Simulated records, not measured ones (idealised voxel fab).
Title: Process Module voxel transistor to metal
Cross-sectional view cut (width: 205 nm; square cell size: 5 nm).
The cross-sections in this document take the form of a grid made of square cells. They are written out as bands, in order from top to bottom. Each band consists of one or more rows of cells. A band entry consists of two parts. The first gives the height of the band's top and the height of its bottom, in nm. The rest lists the band's materials from left to right, each with its width in nm. A single material labelled with the word "edge to edge" fills the band from edge to edge, and the word "empty" marks empty space. Heights are reckoned from 0. Under this level, the received wafer is all of one material. The bottommost band is open-ended downward, for example "0 -> down". Width: "30->40" (first number = top row, second number = bottom row, same change from row to row of cells). It should be understood that the words "changes: none", when stated for a given step, signify that the cross-section underwent no change in any of its cells during that step. Look at "Closed void register" for the closed voids: empty spaces with no open path to the top, sized 8 cells or up. Each is width x height at distance, distance from the left edge, all nm. On each step's line, the part that comes after the settings is the simulator's own comment on the step. The "overlay nm" setting may appear on a step's line; for a step that uses a mask, it gives how far to the right of its planned position the mask lay, and a negative value indicates the left.

PLANNED PROCESS STEPS
1. op RECEIVE | material Si
2. op CONFORMAL_DEP | material SiO2 | thk nm 5
3. op CONFORMAL_DEP | material SiN | thk nm 10
4. op DIRECTIONAL_DEP | material aC | thk nm 15
5. op PATTERN | tone cover | mask id ACTIVE | material resist | width nm 110 | thk nm 35 | overlay nm 0
6. op DIRECTIONAL_ETCH | etch materials aC | depth nm 15
7. op STRIP | etch materials resist
8. op DIRECTIONAL_ETCH | etch materials SiN | depth nm 10
9. op DIRECTIONAL_ETCH | etch materials SiO2 | depth nm 5
10. op DIRECTIONAL_ETCH | etch materials Si | depth nm 35
11. op STRIP | etch materials aC
12. op OXIDIZE | depth nm 5
13. op FILL_DEP | material SiO2 | thk nm 10
14. op CMP | height nm 15
15. op SELECTIVE_ETCH | etch materials SiO2 | depth nm 10
16. op STRIP | etch materials SiN
17. op SELECTIVE_ETCH | etch materials SiO2 | depth nm 5
18. op OXIDIZE | depth nm 5
19. op DIRECTIONAL_DEP | material polySi | thk nm 25
20. op DIRECTIONAL_DEP | material SiCN | thk nm 10
21. op DIRECTIONAL_DEP | material aC | thk nm 10
22. op PATTERN | tone cover | mask id GATE | material resist | width nm 20 | thk nm 25 | overlay nm 0
23. op DIRECTIONAL_ETCH | etch materials aC | depth nm 10
24. op STRIP | etch materials resist
25. op DIRECTIONAL_ETCH | etch materials SiCN | depth nm 20
26. op DIRECTIONAL_ETCH | etch materials polySi | depth nm 35
27. op STRIP | etch materials aC
28. op CONFORMAL_DEP | material SiO2 | thk nm 5
29. op DIRECTIONAL_ETCH | etch materials SiO2 | depth nm 5
30. op CONFORMAL_DEP | material SiN | thk nm 10
31. op DIRECTIONAL_ETCH | etch materials SiN | depth nm 10
32. op DIRECTIONAL_ETCH | etch materials SiO2 | depth nm 5
33. op EPI | material pSi | thk nm 5
34. op FILL_DEP | material SiO2 | thk nm 10
35. op CMP | height nm 35
36. op DIRECTIONAL_DEP | material SiO2 | thk nm 15
37. op MASKED_ETCH | tone open | mask id CONTACT | width nm 30 | pitch nm 60 | etch materials SiO2 | depth nm 50 | overlay nm 0
38. op CONFORMAL_DEP | material TiN | thk nm 5
39. op FILL_DEP | material Ru | thk nm 5
40. op CMP | height nm 50
41. op CONFORMAL_DEP | material SiCN | thk nm 5
42. op DIRECTIONAL_DEP | material SiO2 | thk nm 15
43. op MASKED_ETCH | tone open | mask id METAL_1 | width nm 15 | pitch nm 75 | etch materials SiO2 | depth nm 15 | overlay nm 0
44. op MASKED_ETCH | tone open | mask id METAL_1 | width nm 15 | pitch nm 75 | etch materials SiCN | depth nm 5 | overlay nm 0
45. op CONFORMAL_DEP | material TiN | thk nm 5
46. op FILL_DEP | material Ru | thk nm 10
47. op CMP | height nm 70
48. op CONFORMAL_DEP | material SiCN | thk nm 5
49. op DIRECTIONAL_DEP | material SiO2 | thk nm 30
50. op PATTERN | tone open | mask id METAL_2 | material resist | width nm 15 | pitch nm 75 | thk nm 15 | overlay nm 0
51. op DIRECTIONAL_ETCH | etch materials SiO2 | depth nm 20
52. op STRIP | etch materials resist
53. op MASKED_ETCH | tone open | mask id METAL_2_HOLES | width nm 15 | pitch nm 75 | etch materials SiO2 | depth nm 10 | overlay nm 0
54. op MASKED_ETCH | tone open | mask id METAL_2_HOLES | width nm 15 | pitch nm 75 | etch materials SiCN | depth nm 5 | overlay nm 0
55. op CONFORMAL_DEP | material TiN | thk nm 5
56. op FILL_DEP | material Ru | thk nm 10
57. op CMP | height nm 105
58. op CONFORMAL_DEP | material SiCN | thk nm 5
What sets these wafers apart? The thk nm at step 33. They all start alike, and the plan carries the first wafer's value.

THIS IS HOW THE FIRST OF SEVERAL WAFERS LOOKED IN CROSS-SECTION WHEN IT ARRIVED, WHICH IS AFTER STEP 1
> 0 -> down  Si edge to edge
> Closed void register: none

WHAT FOLLOWS IS A TABLE IN WHICH EACH WAFER OCCUPIES A ROW; FOR THE WAFER AS IT STANDS AT THE CLOSE OF THE MODULE, THE ROW STATES, MATERIAL BY MATERIAL, HOW MANY CELLS HAVE BEEN GAINED (+) OR LOST (-) SINCE RECEIPT, AND THEN GIVES ITS CLOSED VOIDS
thk nm 5 | +62 Ru | -188 Si | +119 SiCN | +28 SiN | +753 SiO2 | +96 TiN | +12 pSi | +20 polySi | Closed void register: none
thk nm 10 | +58 Ru | -188 Si | +119 SiCN | +28 SiN | +745 SiO2 | +92 TiN | +28 pSi | +20 polySi | Closed void register: none
thk nm 15 | +54 Ru | -188 Si | +119 SiCN | +28 SiN | +733 SiO2 | +88 TiN | +48 pSi | +20 polySi | Closed void register: none
thk nm 20 | +50 Ru | -188 Si | +119 SiCN | +28 SiN | +717 SiO2 | +84 TiN | +72 pSi | +20 polySi | Closed void register: none
